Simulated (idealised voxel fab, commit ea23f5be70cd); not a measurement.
The document below concerns the process module designated voxel gate over fins.
235 nm wide, 5 nm square cells: that's cross-section cut.
When this document writes out a cross-section, it uses a grid of square cells and lists it as bands, beginning at the top and moving down, with a band standing for one or more rows of cells.
Look at the band entry: it leads with the top's height and the bottom's height in nm. Then it lists the materials left to right, with a width in nm for each. The word "edge to edge" on a single material says that material fills the band edge to edge. The word "empty" is empty space.
For the purposes of this specification, 0 denotes the height below which the wafer in its as-received condition is composed wholly of one material, and the lowermost band, lacking a lower limit, extends downward without end, as expressed in "z 0 and below".
Think of "30->40" as a width that walks from the first number to the second as you go down the band, top row to bottom row, taking equal-sized steps from row to row.
Where a step carries "nothing was modified", the cross-section came out of it unchanged, cell for cell.
In "Sealed internal voids" the enclosed voids are listed, meaning empty spaces of 8 cells or larger without any opening to the top. The form is width x height at distance, distance from the left edge, units nm.
That trailing text on a step's line, after the settings, is the simulator's own remark on the step.
"overlay nm" denotes, for a step that has a mask, the displacement of the mask to the right of its planned place, with negative values corresponding to the left.
Set out below are the planned steps of the process
1 RECEIVE, material Si
2 CONFORMAL_DEP, material SiN, thk nm 5
3 PATTERN, tone cover, mask id FINS, material resist, width nm 15, pitch nm 35, thk nm 15, overlay nm -15
4 DIRECTIONAL_ETCH, etch materials SiN, depth nm 5
5 DIRECTIONAL_ETCH, etch materials Si, depth nm 35
6 STRIP, etch materials resist
7 FILL_DEP, material SiO2, thk nm 15
8 CMP, height nm 5
9 SELECTIVE_ETCH, etch materials SiO2, depth nm 15
10 STRIP, etch materials SiN
11 CONFORMAL_DEP, material HfO2, thk nm 5
12 CONFORMAL_DEP, material TiN, thk nm 5
13 CONFORMAL_DEP, material TiAl, thk nm 5
14 CONFORMAL_DEP, material TiN, thk nm 5
15 FILL_DEP, material W, thk nm 15
16 CMP, height nm 30
17 CONFORMAL_DEP, material SiCN, thk nm 5
For clarity, it should be stated that the wafers under discussion commence in an identical condition and differ with respect to the overlay nm of step 3, the plan indicating the value that the first wafer had.
The as-received cross-section of the first of several wafers corresponds to the state after step 1
	z 0 and below: Si edge to edge
	Sealed internal voids: none
Per wafer, end of module: cells gained (+) or lost (-) per material since receipt, then closed voids
overlay nm -15; +55 HfO2; -287 Si; +47 SiCN; +205 SiO2; +51 TiAl; +106 TiN; +152 W; Sealed internal voids: none
overlay nm -10; +55 HfO2; -287 Si; +47 SiCN; +205 SiO2; +51 TiAl; +106 TiN; +152 W; Sealed internal voids: none
overlay nm -5; +55 HfO2; -287 Si; +47 SiCN; +205 SiO2; +51 TiAl; +106 TiN; +152 W; Sealed internal voids: none
overlay nm 0; +55 HfO2; -287 Si; +47 SiCN; +205 SiO2; +51 TiAl; +106 TiN; +152 W; Sealed internal voids: none
overlay nm 5; +55 HfO2; -287 Si; +47 SiCN; +205 SiO2; +51 TiAl; +106 TiN; +152 W; Sealed internal voids: none
overlay nm 10; +55 HfO2; -287 Si; +47 SiCN; +205 SiO2; +51 TiAl; +106 TiN; +152 W; Sealed internal voids: none
overlay nm 15; +55 HfO2; -287 Si; +47 SiCN; +205 SiO2; +51 TiAl; +106 TiN; +152 W; Sealed internal voids: none
